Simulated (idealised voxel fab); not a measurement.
Process module, titled voxel tone inversion
Displayed cross-section: cut, width of 180 nm, square cells sized 5 nm.
How to read a cross-section here: the picture is a grid of square cells, written as bands going from the top down, and any band can span one or more rows of cells. The band entry comprises the height of the band's top followed by the height of its bottom, expressed in nm, and subsequently the band's materials from left to right, each stated together with its width in nm. Where a single material is marked with the word "full width", that material fills the band from edge to edge. The word "blank" represents empty space. Height is counted from the level 0, under which the received wafer is composed throughout of one material. The lowest of the bands is not closed at the bottom but continues downward, in the notation "0 -> down". Width: "30..40" (first number = top row, second number = bottom row, same change from row to row of cells). What does "stayed the same" mean for a step? It means no cell of the cross-section changed in that step. "Voids, enclosed": sealed empty spaces, 8 cells or more, no open way to top, listed width x height at distance, with distance from the left edge and width, height and distance in nm. If you see something after the settings on a step's line, that's the simulator's own remark about that step. When a step includes a mask, the "overlay nm" setting on its line states how far to the right of its planned place that mask lay, and negative values state how far to the left.
## List of planned process steps
step 1: RECEIVE with material Si
step 2: CONFORMAL_DEP with material SiN, thk nm 5
step 3: DIRECTIONAL_DEP with material aC, thk nm 15
step 4: PATTERN with tone cover, mask id POSTS, material resist, width nm 15, pitch nm 40, thk nm 20, overlay nm 0
step 5: DIRECTIONAL_ETCH with etch materials aC, depth nm 15
step 6: STRIP with etch materials resist
step 7: FILL_DEP with material SiO2, thk nm 5
step 8: CMP with height nm 20
step 9: STRIP with etch materials aC
Heads up: all these wafers start the same, and what changes between them is the width nm in step 4. The value you see in the plan is just what the first wafer got.
## Cross-section of the first of several received wafers, showing its state after step 1
0 -> down | Si full width
Voids, enclosed: none
## each wafer at the end: cells of each material gained (+) or lost (-) since it was received, then its closed voids
width nm 15; +36 SiN; +81 SiO2; Voids, enclosed: none
width nm 20; +36 SiN; +72 SiO2; Voids, enclosed: none
width nm 25; +36 SiN; +63 SiO2; Voids, enclosed: none
